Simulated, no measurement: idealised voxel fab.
A process module follows: voxel ribs on slabs.
Each square cell in cross-section cut measures 5 nm, and the section as a whole is 175 nm wide.
Cross-section, as written here: a square-cell grid given band by band from the top down, where a band holds one or more rows of cells.
A band entry consists of two parts. The first gives the height of the band's top and the height of its bottom, in nm. The rest lists the band's materials from left to right, each with its width in nm. A single material labelled with the word "everywhere" fills the band from edge to edge, and the word "air" marks empty space.
For the purposes of this specification, 0 denotes the height below which the wafer in its as-received condition is composed wholly of one material, and the lowermost band, lacking a lower limit, extends downward without end, as expressed in "0 down".
A width given as "30 to 40" starts at the first number in the band's top row and ends at the second number in its bottom row, shifting by an equal amount at every step from row to row.
"identical to before" after a step means that no cell of the cross-section changed.
This entry, "Closed void list", enumerates those empty regions of no fewer than 8 cells that possess no open connection to the top. Each region is reported in the form width x height at distance, the distance being taken from the left edge, with all three quantities expressed in nm.
That trailing text on a step's line, after the settings, is the simulator's own remark on the step.
You can add "overlay nm" to a step's line. For a step with a mask, it describes how far the mask lay to the right of its planned position, and a negative number describes a lay to the left.

**The following list gives the planned process steps**
1: op RECEIVE | material Si
2: op DIRECTIONAL_DEP | material SiO2 | thk nm 20
3: op DIRECTIONAL_DEP | material polySi | thk nm 20
4: op PATTERN | tone cover | mask id RIB | material resist | width nm 20 | thk nm 20 | overlay nm 0
5: op DIRECTIONAL_ETCH | etch materials polySi | depth nm 10
6: op STRIP | etch materials resist
7: op MASKED_ETCH | tone cover | mask id SLAB | width nm 50 | etch materials polySi | depth nm 10 | overlay nm 0
8: op FILL_DEP | material SiO2 | thk nm 25
9: op CMP | height nm 60
10: op DIRECTIONAL_DEP | material TiN | thk nm 5
11: op MASKED_ETCH | tone cover | mask id HEATER | width nm 30 | etch materials TiN | depth nm 5 | overlay nm 0
12: op CONFORMAL_DEP | material SiN | thk nm 5

**What follows covers the first of two wafers; it ran as planned**

**Incoming wafer in cross-section (state: after step 1)**
> 0 down | Si everywhere
> Closed void list: none

**Wafer xsec, post step 2**
> 20 to 0 | SiO2 everywhere
> Unchanged below 0.

**Wafer xsec, post step 3**
> 40 to 20 | polySi everywhere
> Unchanged below 20.

**Wafer xsec, post step 4**
> 60 to 40 | 75 air, then 20 resist, then 80 air
> Unchanged below 40.

**Wafer xsec, post step 5**
> 60 to 40 | 75 air, then 20 resist, then 80 air
> 40 to 30 | 75 air, then 20 polySi, then 80 air
> Unchanged below 30.

**Wafer xsec, post step 6**
> 40 to 30 | 75 air, then 20 polySi, then 80 air
> Unchanged below 30.

**Wafer xsec, post step 7**
> 40 to 30 | 75 air, then 20 polySi, then 80 air
> 30 to 20 | 60 air, then 50 polySi, then 65 air
> Unchanged below 20.

**Wafer xsec, post step 8**
> 65 to 40 | SiO2 everywhere
> 40 to 30 | 75 SiO2, then 20 polySi, then 80 SiO2
> 30 to 20 | 60 SiO2, then 50 polySi, then 65 SiO2
> Unchanged below 20.

**Wafer xsec, post step 9**
> 60 to 40 | SiO2 everywhere
> Unchanged below 40.

**Wafer xsec, post step 10**
> 65 to 60 | TiN everywhere
> Unchanged below 60.

**Wafer xsec, post step 11**
> 65 to 60 | 70 air, then 30 TiN, then 75 air
> Unchanged below 60.

**Wafer xsec, post step 12**
> 70 to 65 | 65 air, then 40 SiN, then 70 air
> 65 to 60 | 70 SiN, then 30 TiN, then 75 SiN
> Unchanged below 60.

**Here the second wafer is described. Its start and its plan were those of the first wafer. Its run contained one mistake. Up to and including step 10, it did exactly what the first wafer did**

**Second wafer, cut view, end of step 11 per plan**
> 65 to 60 | 80 air, then 30 TiN, then 65 air
> Unchanged below 60.

**Second wafer, cut view, end of step 12 per plan**
> 70 to 65 | 75 air, then 40 SiN, then 60 air
> 65 to 60 | 80 SiN, then 30 TiN, then 65 SiN
> Unchanged below 60.
Against the plan, the run slipped here: step 11 off recipe, ran as op MASKED_ETCH | tone cover | mask id HEATER | width nm 30 | etch materials TiN | depth nm 5 | overlay nm 10
The concluding comparison shows that, measured in cells, each material is equally abundant on both wafers, albeit at different positions.
